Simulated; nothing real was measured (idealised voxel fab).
process module | voxel self aligned contacts
cross-section cut | 165 nm wide | cells 5 nm
A cross-section is a grid of square cells, given in bands from the top down. A band is one or more rows of cells.
Each band's line starts with the height of the band's top and of its bottom, in nm. Then come its materials from left to right, each with its width in nm. One material with "throughout" fills the band from edge to edge. "air" is empty space.
Height 0 is the level under which the wafer as received is all one material. The lowest band goes on downwards, as in "0 down".
A width such as "30 to 40" changes by the same amount from each row of cells to the next, from the band's top row to its bottom row.
"no change" after a step means that no cell of the cross-section changed.
closed voids: empty space of 8 cells or more with no open way to the top, each as width x height at its distance from the left edge, in nm
after a step's settings: what the simulator itself notes on the step
overlay nm, on a step with a mask: how far to the right of its planned place the mask lay; to the left if negative
plan
1 op RECEIVE | material Si
2 op CONFORMAL_DEP | material SiO2 | thk nm 5
3 op DIRECTIONAL_DEP | material polySi | thk nm 20
4 op DIRECTIONAL_DEP | material SiN | thk nm 20
5 op DIRECTIONAL_DEP | material aC | thk nm 15
6 op PATTERN | tone cover | mask id GATE | material resist | width nm 30 | pitch nm 75 | thk nm 35 | overlay nm 0
7 op DIRECTIONAL_ETCH | etch materials aC | depth nm 15
8 op STRIP | etch materials resist
9 op DIRECTIONAL_ETCH | etch materials SiN | depth nm 20
10 op DIRECTIONAL_ETCH | etch materials polySi | depth nm 20
11 op STRIP | etch materials aC
12 op CONFORMAL_DEP | material SiN | thk nm 10
13 op DIRECTIONAL_ETCH | etch materials SiN | depth nm 10
14 op FILL_DEP | material SiO2 | thk nm 15
15 op CMP | height nm 55
16 op DIRECTIONAL_DEP | material aC | thk nm 10
17 op PATTERN | tone open | mask id CONTACT | material resist | width nm 55 | thk nm 30 | overlay nm 0
18 op DIRECTIONAL_ETCH | etch materials aC | depth nm 10
19 op STRIP | etch materials resist
20 op DIRECTIONAL_ETCH | etch materials SiO2 | depth nm 55
21 op STRIP | etch materials aC
22 op CONFORMAL_DEP | material TiN | thk nm 5
23 op FILL_DEP | material Ru | thk nm 10
24 op CMP | height nm 55
25 op CONFORMAL_DEP | material SiCN | thk nm 5
first wafer, as planned
as received, after step 1
  0 down: Si throughout
  closed voids: none
after step 2
  5 to 0: SiO2 throughout
  below 0: unchanged
after step 3
  25 to 5: polySi throughout
  below 5: unchanged
after step 4
  45 to 25: SiN throughout
  below 25: unchanged
after step 5
  60 to 45: aC throughout
  below 45: unchanged
after step 6
  95 to 60: air 30 | resist 30 | air 45 | resist 30 | air 30
  below 60: unchanged
after step 7
  80 to 60: air 30 | resist 30 | air 45 | resist 30 | air 30
  60 to 45: air 30 | aC 30 | air 45 | aC 30 | air 30
  below 45: unchanged
after step 8
  60 to 45: air 30 | aC 30 | air 45 | aC 30 | air 30
  below 45: unchanged
after step 9
  60 to 45: air 30 | aC 30 | air 45 | aC 30 | air 30
  45 to 25: air 30 | SiN 30 | air 45 | SiN 30 | air 30
  below 25: unchanged
after step 10
  60 to 45: air 30 | aC 30 | air 45 | aC 30 | air 30
  45 to 25: air 30 | SiN 30 | air 45 | SiN 30 | air 30
  25 to 5: air 30 | polySi 30 | air 45 | polySi 30 | air 30
  below 5: unchanged
after step 11
  45 to 25: air 30 | SiN 30 | air 45 | SiN 30 | air 30
  below 25: unchanged
after step 12
  55 to 25: air 20 | SiN 50 | air 25 | SiN 50 | air 20
  25 to 15: air 20 | SiN 10 | polySi 30 | SiN 10 | air 25 | SiN 10 | polySi 30 | SiN 10 | air 20
  15 to 5: SiN 30 | polySi 30 | SiN 45 | polySi 30 | SiN 30
  below 5: unchanged
after step 13
  45 to 25: air 20 | SiN 50 | air 25 | SiN 50 | air 20
  25 to 5: air 20 | SiN 10 | polySi 30 | SiN 10 | air 25 | SiN 10 | polySi 30 | SiN 10 | air 20
  below 5: unchanged
after step 14
  60 to 45: SiO2 throughout
  45 to 25: SiO2 20 | SiN 50 | SiO2 25 | SiN 50 | SiO2 20
  25 to 5: SiO2 20 | SiN 10 | polySi 30 | SiN 10 | SiO2 25 | SiN 10 | polySi 30 | SiN 10 | SiO2 20
  below 5: unchanged
after step 15
  55 to 45: SiO2 throughout
  below 45: unchanged
after step 16
  65 to 55: aC throughout
  below 55: unchanged
after step 17
  95 to 65: resist 55 | air 55 | resist 55
  below 65: unchanged
after step 18
  85 to 65: resist 55 | air 55 | resist 55
  65 to 55: aC 55 | air 55 | aC 55
  below 55: unchanged
after step 19
  65 to 55: aC 55 | air 55 | aC 55
  below 55: unchanged
after step 20
  65 to 55: aC 55 | air 55 | aC 55
  55 to 45: SiO2 55 | air 55 | SiO2 55
  45 to 25: SiO2 20 | SiN 50 | air 25 | SiN 50 | SiO2 20
  25 to 5: SiO2 20 | SiN 10 | polySi 30 | SiN 10 | air 25 | SiN 10 | polySi 30 | SiN 10 | SiO2 20
  5 to 0: SiO2 70 | air 25 | SiO2 70
  below 0: unchanged
after step 21
  55 to 45: SiO2 55 | air 55 | SiO2 55
  below 45: unchanged
after step 22
  60 to 55: TiN 60 | air 45 | TiN 60
  55 to 45: SiO2 55 | TiN 5 to 20 | air 45 to 15 | TiN 5 to 20 | SiO2 55
  45 to 25: SiO2 20 | SiN 50 | TiN 5 | air 15 | TiN 5 | SiN 50 | SiO2 20
  25 to 5: SiO2 20 | SiN 10 | polySi 30 | SiN 10 | TiN 5 | air 15 | TiN 5 | SiN 10 | polySi 30 | SiN 10 | SiO2 20
  5 to 0: SiO2 70 | TiN 25 | SiO2 70
  below 0: unchanged
after step 23
  70 to 60: Ru throughout
  60 to 55: TiN 60 | Ru 45 | TiN 60
  55 to 45: SiO2 55 | TiN 5 to 20 | Ru 45 to 15 | TiN 5 to 20 | SiO2 55
  45 to 25: SiO2 20 | SiN 50 | TiN 5 | Ru 15 | TiN 5 | SiN 50 | SiO2 20
  25 to 5: SiO2 20 | SiN 10 | polySi 30 | SiN 10 | TiN 5 | Ru 15 | TiN 5 | SiN 10 | polySi 30 | SiN 10 | SiO2 20
  below 5: unchanged
after step 24
  55 to 45: SiO2 55 | TiN 5 to 20 | Ru 45 to 15 | TiN 5 to 20 | SiO2 55
  below 45: unchanged
after step 25
  60 to 55: SiCN throughout
  below 55: unchanged
second wafer: like start, like plan, one mistake. Through step 1 it matches the first wafer
when step 2 should have ended: no change
when step 3 should have ended
  20 to 0: polySi throughout
  below 0: unchanged
when step 4 should have ended
  40 to 20: SiN throughout
  below 20: unchanged
when step 5 should have ended
  55 to 40: aC throughout
  below 40: unchanged
when step 6 should have ended
  90 to 55: air 30 | resist 30 | air 45 | resist 30 | air 30
  below 55: unchanged
when step 7 should have ended
  75 to 55: air 30 | resist 30 | air 45 | resist 30 | air 30
  55 to 40: air 30 | aC 30 | air 45 | aC 30 | air 30
  below 40: unchanged
when step 8 should have ended
  55 to 40: air 30 | aC 30 | air 45 | aC 30 | air 30
  below 40: unchanged
when step 9 should have ended
  55 to 40: air 30 | aC 30 | air 45 | aC 30 | air 30
  40 to 20: air 30 | SiN 30 | air 45 | SiN 30 | air 30
  below 20: unchanged
when step 10 should have ended
  55 to 40: air 30 | aC 30 | air 45 | aC 30 | air 30
  40 to 20: air 30 | SiN 30 | air 45 | SiN 30 | air 30
  20 to 0: air 30 | polySi 30 | air 45 | polySi 30 | air 30
  below 0: unchanged
when step 11 should have ended
  40 to 20: air 30 | SiN 30 | air 45 | SiN 30 | air 30
  below 20: unchanged
when step 12 should have ended
  50 to 20: air 20 | SiN 50 | air 25 | SiN 50 | air 20
  20 to 10: air 20 | SiN 10 | polySi 30 | SiN 10 | air 25 | SiN 10 | polySi 30 | SiN 10 | air 20
  10 to 0: SiN 30 | polySi 30 | SiN 45 | polySi 30 | SiN 30
  below 0: unchanged
when step 13 should have ended
  40 to 20: air 20 | SiN 50 | air 25 | SiN 50 | air 20
  20 to 0: air 20 | SiN 10 | polySi 30 | SiN 10 | air 25 | SiN 10 | polySi 30 | SiN 10 | air 20
  below 0: unchanged
when step 14 should have ended
  55 to 40: SiO2 throughout
  40 to 20: SiO2 20 | SiN 50 | SiO2 25 | SiN 50 | SiO2 20
  20 to 0: SiO2 20 | SiN 10 | polySi 30 | SiN 10 | SiO2 25 | SiN 10 | polySi 30 | SiN 10 | SiO2 20
  below 0: unchanged
when step 15 should have ended: no change
when step 16 should have ended
  65 to 55: aC throughout
  below 55: unchanged
when step 17 should have ended
  95 to 65: resist 55 | air 55 | resist 55
  below 65: unchanged
when step 18 should have ended
  85 to 65: resist 55 | air 55 | resist 55
  65 to 55: aC 55 | air 55 | aC 55
  below 55: unchanged
when step 19 should have ended
  65 to 55: aC 55 | air 55 | aC 55
  below 55: unchanged
when step 20 should have ended
  65 to 55: aC 55 | air 55 | aC 55
  55 to 40: SiO2 55 | air 55 | SiO2 55
  40 to 20: SiO2 20 | SiN 50 | air 25 | SiN 50 | SiO2 20
  20 to 0: SiO2 20 | SiN 10 | polySi 30 | SiN 10 | air 25 | SiN 10 | polySi 30 | SiN 10 | SiO2 20
  below 0: unchanged
when step 21 should have ended
  55 to 40: SiO2 55 | air 55 | SiO2 55
  below 40: unchanged
when step 22 should have ended
  60 to 55: TiN 60 | air 45 | TiN 60
  55 to 45: SiO2 55 | TiN 5 | air 45 | TiN 5 | SiO2 55
  45 to 40: SiO2 55 | TiN 20 | air 15 | TiN 20 | SiO2 55
  40 to 20: SiO2 20 | SiN 50 | TiN 5 | air 15 | TiN 5 | SiN 50 | SiO2 20
  20 to 5: SiO2 20 | SiN 10 | polySi 30 | SiN 10 | TiN 5 | air 15 | TiN 5 | SiN 10 | polySi 30 | SiN 10 | SiO2 20
  5 to 0: SiO2 20 | SiN 10 | polySi 30 | SiN 10 | TiN 25 | SiN 10 | polySi 30 | SiN 10 | SiO2 20
  below 0: unchanged
when step 23 should have ended
  70 to 60: Ru throughout
  60 to 55: TiN 60 | Ru 45 | TiN 60
  55 to 45: SiO2 55 | TiN 5 | Ru 45 | TiN 5 | SiO2 55
  45 to 40: SiO2 55 | TiN 20 | Ru 15 | TiN 20 | SiO2 55
  40 to 20: SiO2 20 | SiN 50 | TiN 5 | Ru 15 | TiN 5 | SiN 50 | SiO2 20
  20 to 5: SiO2 20 | SiN 10 | polySi 30 | SiN 10 | TiN 5 | Ru 15 | TiN 5 | SiN 10 | polySi 30 | SiN 10 | SiO2 20
  below 5: unchanged
when step 24 should have ended
  55 to 45: SiO2 55 | TiN 5 | Ru 45 | TiN 5 | SiO2 55
  below 45: unchanged
when step 25 should have ended
  60 to 55: SiCN throughout
  below 55: unchanged
what went wrong: step 2 was left out
at the end the second wafer has, in cells: 6 more of Ru | 6 fewer of SiO2
